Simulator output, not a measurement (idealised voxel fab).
voxel wiring stack: a process module
Shown is cross-section cut, with a width of 170 nm and square cells of size 5 nm.
A cross-section is a grid of square cells, given in bands from the top down. A band is one or more rows of cells. Quick guide to a band line: top height, bottom height (nm) up front; then every material left to right with its width in nm. Only one material and it's marked "throughout"? Then it fills the band edge to edge. And "blank" just means empty space. Convention: height 0 is the level below which the wafer, as received, is all one material. The lowest band does not terminate at the bottom but continues downward, represented as "top 0, no bottom". A width given as "30..40" starts at the first number in the band's top row and ends at the second number in its bottom row, shifting by an equal amount at every step from row to row. The designation "nothing altered", where it is given for a processing step, indicates that no cell of the cross-section was altered in the course of that step. "Sealed voids" contains a list of empty spaces, each no smaller than 8 cells and without an open way to the top, written in the form width x height at distance with the distance from the left edge and all three in nm. Note: text after step settings on the step line = simulator remark on that step. You can add "overlay nm" to a step's line. For a step with a mask, it describes how far the mask lay to the right of its planned position, and a negative number describes a lay to the left.
List of planned process steps
step 1: RECEIVE with material Si
step 2: CONFORMAL_DEP with material SiO2, thk nm 15
step 3: CONFORMAL_DEP with material SiCN, thk nm 5
step 4: DIRECTIONAL_DEP with material lowk, thk nm 25
step 5: MASKED_ETCH with tone open, mask id METAL_1, width nm 25, pitch nm 55, etch materials lowk, depth nm 25, overlay nm 0
step 6: MASKED_ETCH with tone open, mask id METAL_1, width nm 25, pitch nm 55, etch materials SiCN, depth nm 5, overlay nm 0
step 7: CONFORMAL_DEP with material TiN, thk nm 5
step 8: FILL_DEP with material Ru, thk nm 10
step 9: CMP with height nm 45
step 10: CONFORMAL_DEP with material SiCN, thk nm 5
step 11: DIRECTIONAL_DEP with material SiO2, thk nm 35
step 12: PATTERN with tone open, mask id METAL_2_HOLES, material resist, width nm 15, pitch nm 55, thk nm 15, overlay nm 0
step 13: DIRECTIONAL_ETCH with etch materials SiO2, depth nm 35
step 14: STRIP with etch materials resist
step 15: DIRECTIONAL_DEP with material aC, thk nm 10
step 16: PATTERN with tone open, mask id METAL_2, material resist, width nm 25, pitch nm 55, thk nm 30, overlay nm 0
step 17: DIRECTIONAL_ETCH with etch materials aC, depth nm 10
step 18: STRIP with etch materials resist
step 19: DIRECTIONAL_ETCH with etch materials SiO2, depth nm 20
step 20: DIRECTIONAL_ETCH with etch materials SiCN, depth nm 5
step 21: STRIP with etch materials aC
step 22: CONFORMAL_DEP with material TiN, thk nm 5
step 23: FILL_DEP with material Cu, thk nm 5
step 24: CMP with height nm 85
step 25: CONFORMAL_DEP with material SiCN, thk nm 5
Be aware that, although all wafers share a common starting state, the thk nm at step 25 differs among them, and the plan displays the first wafer's value.
Cross-section, first of several wafers, as delivered after step 1
* top 0, no bottom = Si throughout
* Sealed voids: none
Cross-section of the first of several wafers, taken after step 25, where the module ends
* top 90, bottom 85 = SiCN throughout
* top 85, bottom 70 = 15 SiO2  5 TiN  15 Cu  5 TiN  30 SiO2  5 TiN  15 Cu  5 TiN  30 SiO2  5 TiN  15 Cu  5 TiN  20 SiO2
* top 70, bottom 65 = 15 SiO2  5 TiN  5 Cu  15 TiN  30 SiO2  5 TiN  5 Cu  15 TiN  30 SiO2  5 TiN  5 Cu  15 TiN  20 SiO2
* top 65, bottom 50 = 15 SiO2  5 TiN  5 Cu  5 TiN  40 SiO2  5 TiN  5 Cu  5 TiN  40 SiO2  5 TiN  5 Cu  5 TiN  30 SiO2
* top 50, bottom 45 = 15 SiCN  15 TiN  40 SiCN  15 TiN  40 SiCN  15 TiN  30 SiCN
* top 45, bottom 20 = 15 lowk  5 TiN  15 Ru  5 TiN  30 lowk  5 TiN  15 Ru  5 TiN  30 lowk  5 TiN  15 Ru  5 TiN  20 lowk
* top 20, bottom 15 = 15 SiCN  25 TiN  30 SiCN  25 TiN  30 SiCN  25 TiN  20 SiCN
* top 15, bottom 0 = SiO2 throughout
* top 0, no bottom = Si throughout
* Sealed voids: none
Last wafer x-sec, end of module
* top 105, bottom 85 = SiCN throughout
* top 85, bottom 70 = 15 SiO2  5 TiN  15 Cu  5 TiN  30 SiO2  5 TiN  15 Cu  5 TiN  30 SiO2  5 TiN  15 Cu  5 TiN  20 SiO2
* top 70, bottom 65 = 15 SiO2  5 TiN  5 Cu  15 TiN  30 SiO2  5 TiN  5 Cu  15 TiN  30 SiO2  5 TiN  5 Cu  15 TiN  20 SiO2
* top 65, bottom 50 = 15 SiO2  5 TiN  5 Cu  5 TiN  40 SiO2  5 TiN  5 Cu  5 TiN  40 SiO2  5 TiN  5 Cu  5 TiN  30 SiO2
* top 50, bottom 45 = 15 SiCN  15 TiN  40 SiCN  15 TiN  40 SiCN  15 TiN  30 SiCN
* top 45, bottom 20 = 15 lowk  5 TiN  15 Ru  5 TiN  30 lowk  5 TiN  15 Ru  5 TiN  30 lowk  5 TiN  15 Ru  5 TiN  20 lowk
* top 20, bottom 15 = 15 SiCN  25 TiN  30 SiCN  25 TiN  30 SiCN  25 TiN  20 SiCN
* top 15, bottom 0 = SiO2 throughout
* top 0, no bottom = Si throughout
* Sealed voids: none
Row per wafer, end-of-module: cell gain (+)/loss (-) by material since the wafer came in, then closed voids
thk nm 5 | +39 Cu | +45 Ru | +78 SiCN | +253 SiO2 | +102 TiN | +95 lowk | Sealed voids: none
thk nm 10 | +39 Cu | +45 Ru | +112 SiCN | +253 SiO2 | +102 TiN | +95 lowk | Sealed voids: none
thk nm 15 | +39 Cu | +45 Ru | +146 SiCN | +253 SiO2 | +102 TiN | +95 lowk | Sealed voids: none
thk nm 20 | +39 Cu | +45 Ru | +180 SiCN | +253 SiO2 | +102 TiN | +95 lowk | Sealed voids: none
